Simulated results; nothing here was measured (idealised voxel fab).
The process module presented herein is designated voxel self aligned vias.
The cross-section shown here is cut; it is 160 nm wide and divided into square cells measuring 5 nm on a side.
When this document writes out a cross-section, it uses a grid of square cells and lists it as bands, beginning at the top and moving down, with a band standing for one or more rows of cells.
In this notation a band is specified by the heights of its top and bottom, in that order and in nm, after which its materials appear from left to right, each paired with its width in nm. The word "throughout" attached to a single material means that material fills the band from edge to edge; the word "empty" stands for empty space.
For the purposes of this specification, 0 denotes the height below which the wafer in its as-received condition is composed wholly of one material, and the lowermost band, lacking a lower limit, extends downward without end, as expressed in "0 down".
Think of "30 to 40" as a width that walks from the first number to the second as you go down the band, top row to bottom row, taking equal-sized steps from row to row.
No cell of the cross-section changed in a step that is given as "no alterations made".
This entry, "Enclosed void catalog", enumerates those empty regions of no fewer than 8 cells that possess no open connection to the top. Each region is reported in the form width x height at distance, the distance being taken from the left edge, with all three quantities expressed in nm.
Text after the settings on a step's line: the simulator's own remark on that step.
Regarding "overlay nm": on a step with a mask, it is the distance the mask lay to the right of its planned place; a negative value places it to the left.

-- List of planned process steps
| 1 | RECEIVE: material Si |
| 2 | CONFORMAL_DEP: material SiO2, thk nm 15 |
| 3 | CONFORMAL_DEP: material SiCN, thk nm 5 |
| 4 | DIRECTIONAL_DEP: material lowk, thk nm 20 |
| 5 | MASKED_ETCH: tone open, mask id LINES, width nm 20, pitch nm 45, etch materials lowk, depth nm 20, overlay nm 0 |
| 6 | CONFORMAL_DEP: material TiN, thk nm 5 |
| 7 | FILL_DEP: material W, thk nm 5 |
| 8 | CMP: height nm 40 |
| 9 | SELECTIVE_ETCH: etch materials W Ru TiN, depth nm 10 |
| 10 | FILL_DEP: material SiN, thk nm 5 |
| 11 | CMP: height nm 40 |
| 12 | DIRECTIONAL_DEP: material lowk, thk nm 15 |
| 13 | PATTERN: tone open, mask id VIAS, material resist, width nm 30, pitch nm 45, thk nm 20, overlay nm 0 |
| 14 | DIRECTIONAL_ETCH: etch materials lowk, depth nm 15 |
| 15 | DIRECTIONAL_ETCH: etch materials SiN, depth nm 10 |
| 16 | STRIP: etch materials resist |
| 17 | CONFORMAL_DEP: material TiN, thk nm 5 |
| 18 | FILL_DEP: material Ru, thk nm 5 |
| 19 | CMP: height nm 55 |
| 20 | CONFORMAL_DEP: material SiN, thk nm 5 |

-- Cross-section of the wafer upon arrival, representing the state reached after step 1
* 0 down | Si throughout
* Enclosed void catalog: none

-- End-of-module cross-section. Starting structure and process plan as above; one mistake made in running it
* 60 to 55 | SiN throughout
* 55 to 35 | 40 nm lowk | 5 nm TiN | 20 nm Ru | 5 nm TiN | 15 nm lowk | 5 nm TiN | 20 nm Ru | 5 nm TiN | 45 nm lowk
* 35 to 30 | 40 nm lowk | 30 nm TiN | 15 nm lowk | 30 nm TiN | 45 nm lowk
* 30 to 25 | 40 nm lowk | 10 nm TiN | 10 nm W | 10 nm TiN | 15 nm lowk | 10 nm TiN | 10 nm W | 10 nm TiN | 45 nm lowk
* 25 to 20 | 45 nm lowk | 20 nm TiN | 25 nm lowk | 20 nm TiN | 50 nm lowk
* 20 to 15 | SiCN throughout
* 15 to 0 | SiO2 throughout
* 0 down | Si throughout
* Enclosed void catalog: none
What went wrong in running the wafer? step 14, plan: ran twice
